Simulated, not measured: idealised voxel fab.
Process module under the name voxel tone inversion
Pictured: cross-section cut, 250 nm wide, on a grid of 5 nm square cells.
Cross-section spec: square-cell grid; bands listed top down; each band is one or more rows. The band entry comprises the height of the band's top followed by the height of its bottom, expressed in nm, and subsequently the band's materials from left to right, each stated together with its width in nm. Where a single material is marked with the word "everywhere", that material fills the band from edge to edge. The word "air" represents empty space. Beneath 0, the wafer as received is one material, and that level is where height counting begins. The lowest band goes on downward without a bottom; it is written like "top 0, no bottom". Per-row width for "30->40": begins at first number (top row of band), ends at second number (bottom row), increment between rows held constant. The designation "left unchanged", where it is given for a processing step, indicates that no cell of the cross-section was altered in the course of that step. Listed in "Closed-off voids": every empty space of 8 or more cells without an open way to the top. Form: width x height at distance, the distance being from the left edge, all in nm. If you see something after the settings on a step's line, that's the simulator's own remark about that step. A step's line can hold "overlay nm"; with a mask on that step, the setting says how far right of the planned place the mask lay, while a negative setting says it lay to the left.
These are the steps we planned for the process:
- 1: RECEIVE (material Si)
- 2: CONFORMAL_DEP (material SiN; thk nm 5)
- 3: DIRECTIONAL_DEP (material polySi; thk nm 15)
- 4: PATTERN (tone cover; mask id POSTS; material resist; width nm 15; pitch nm 45; thk nm 20; overlay nm 0)
- 5: DIRECTIONAL_ETCH (etch materials polySi; depth nm 15)
- 6: STRIP (etch materials resist)
- 7: FILL_DEP (material SiO2; thk nm 5)
- 8: CMP (height nm 20)
- 9: STRIP (etch materials polySi)
- 10: CONFORMAL_DEP (material TiN; thk nm 5)
- 11: FILL_DEP (material Ru; thk nm 10)
- 12: CMP (height nm 20)
- 13: CONFORMAL_DEP (material SiN; thk nm 5)
The first of two wafers, run as planned:
So this is the incoming wafer in cross-section - it's already been through step 1:
top 0, no bottom  Si everywhere
Closed-off voids: none
Cross-section: wafer state after step 2:
top 5, bottom 0  SiN everywhere
All layers under 0 are left as they were.
Cross-section: wafer state after step 3:
top 20, bottom 5  polySi everywhere
All layers under 5 are left as they were.
Cross-section: wafer state after step 4:
top 40, bottom 20  50 air, 15 resist, 30 air, 15 resist, 30 air, 15 resist, 30 air, 15 resist, 50 air
All layers under 20 are left as they were.
Cross-section: wafer state after step 5:
top 40, bottom 20  50 air, 15 resist, 30 air, 15 resist, 30 air, 15 resist, 30 air, 15 resist, 50 air
top 20, bottom 5  50 air, 15 polySi, 30 air, 15 polySi, 30 air, 15 polySi, 30 air, 15 polySi, 50 air
All layers under 5 are left as they were.
Cross-section: wafer state after step 6:
top 20, bottom 5  50 air, 15 polySi, 30 air, 15 polySi, 30 air, 15 polySi, 30 air, 15 polySi, 50 air
All layers under 5 are left as they were.
Cross-section: wafer state after step 7:
top 25, bottom 20  SiO2 everywhere
top 20, bottom 5  50 SiO2, 15 polySi, 30 SiO2, 15 polySi, 30 SiO2, 15 polySi, 30 SiO2, 15 polySi, 50 SiO2
All layers under 5 are left as they were.
Cross-section: wafer state after step 8:
top 20, bottom 5  50 SiO2, 15 polySi, 30 SiO2, 15 polySi, 30 SiO2, 15 polySi, 30 SiO2, 15 polySi, 50 SiO2
All layers under 5 are left as they were.
Cross-section: wafer state after step 9:
top 20, bottom 5  50 SiO2, 15 air, 30 SiO2, 15 air, 30 SiO2, 15 air, 30 SiO2, 15 air, 50 SiO2
All layers under 5 are left as they were.
Cross-section: wafer state after step 10:
top 25, bottom 20  55 TiN, 5 air, 40 TiN, 5 air, 40 TiN, 5 air, 40 TiN, 5 air, 55 TiN
top 20, bottom 10  50 SiO2, 5 TiN, 5 air, 5 TiN, 30 SiO2, 5 TiN, 5 air, 5 TiN, 30 SiO2, 5 TiN, 5 air, 5 TiN, 30 SiO2, 5 TiN, 5 air, 5 TiN, 50 SiO2
top 10, bottom 5  50 SiO2, 15 TiN, 30 SiO2, 15 TiN, 30 SiO2, 15 TiN, 30 SiO2, 15 TiN, 50 SiO2
All layers under 5 are left as they were.
Cross-section: wafer state after step 11:
top 35, bottom 25  Ru everywhere
top 25, bottom 20  55 TiN, 5 Ru, 40 TiN, 5 Ru, 40 TiN, 5 Ru, 40 TiN, 5 Ru, 55 TiN
top 20, bottom 10  50 SiO2, 5 TiN, 5 Ru, 5 TiN, 30 SiO2, 5 TiN, 5 Ru, 5 TiN, 30 SiO2, 5 TiN, 5 Ru, 5 TiN, 30 SiO2, 5 TiN, 5 Ru, 5 TiN, 50 SiO2
All layers under 10 are left as they were.
Cross-section: wafer state after step 12:
top 20, bottom 10  50 SiO2, 5 TiN, 5 Ru, 5 TiN, 30 SiO2, 5 TiN, 5 Ru, 5 TiN, 30 SiO2, 5 TiN, 5 Ru, 5 TiN, 30 SiO2, 5 TiN, 5 Ru, 5 TiN, 50 SiO2
All layers under 10 are left as they were.
Cross-section: wafer state after step 13:
top 25, bottom 20  SiN everywhere
All layers under 20 are left as they were.
Second wafer - shared start and plan with the first - one error in running - same as the first up to step 7 inclusive:
Cross-sectional view of the second wafer at the intended end time of process step 8:
top 15, bottom 5  50 SiO2, 15 polySi, 30 SiO2, 15 polySi, 30 SiO2, 15 polySi, 30 SiO2, 15 polySi, 50 SiO2
All layers under 5 are left as they were.
Cross-sectional view of the second wafer at the intended end time of process step 9:
top 15, bottom 5  50 SiO2, 15 air, 30 SiO2, 15 air, 30 SiO2, 15 air, 30 SiO2, 15 air, 50 SiO2
All layers under 5 are left as they were.
Cross-sectional view of the second wafer at the intended end time of process step 10:
top 20, bottom 15  55 TiN, 5 air, 40 TiN, 5 air, 40 TiN, 5 air, 40 TiN, 5 air, 55 TiN
top 15, bottom 10  50 SiO2, 5 TiN, 5 air, 5 TiN, 30 SiO2, 5 TiN, 5 air, 5 TiN, 30 SiO2, 5 TiN, 5 air, 5 TiN, 30 SiO2, 5 TiN, 5 air, 5 TiN, 50 SiO2
top 10, bottom 5  50 SiO2, 15 TiN, 30 SiO2, 15 TiN, 30 SiO2, 15 TiN, 30 SiO2, 15 TiN, 50 SiO2
All layers under 5 are left as they were.
Cross-sectional view of the second wafer at the intended end time of process step 11:
top 30, bottom 20  Ru everywhere
top 20, bottom 15  55 TiN, 5 Ru, 40 TiN, 5 Ru, 40 TiN, 5 Ru, 40 TiN, 5 Ru, 55 TiN
top 15, bottom 10  50 SiO2, 5 TiN, 5 Ru, 5 TiN, 30 SiO2, 5 TiN, 5 Ru, 5 TiN, 30 SiO2, 5 TiN, 5 Ru, 5 TiN, 30 SiO2, 5 TiN, 5 Ru, 5 TiN, 50 SiO2
All layers under 10 are left as they were.
Cross-sectional view of the second wafer at the intended end time of process step 12:
top 20, bottom 15  55 TiN, 5 Ru, 40 TiN, 5 Ru, 40 TiN, 5 Ru, 40 TiN, 5 Ru, 55 TiN
All layers under 15 are left as they were.
Cross-sectional view of the second wafer at the intended end time of process step 13:
top 25, bottom 20  SiN everywhere
All layers under 20 are left as they were.
The mistake made against the process plan was this: step 8 changed vs plan, executed as CMP (height nm 15)
Bottom line after processing is that, in cells, the second wafer is up or down on some materials versus the first: -38 SiO2, +38 TiN
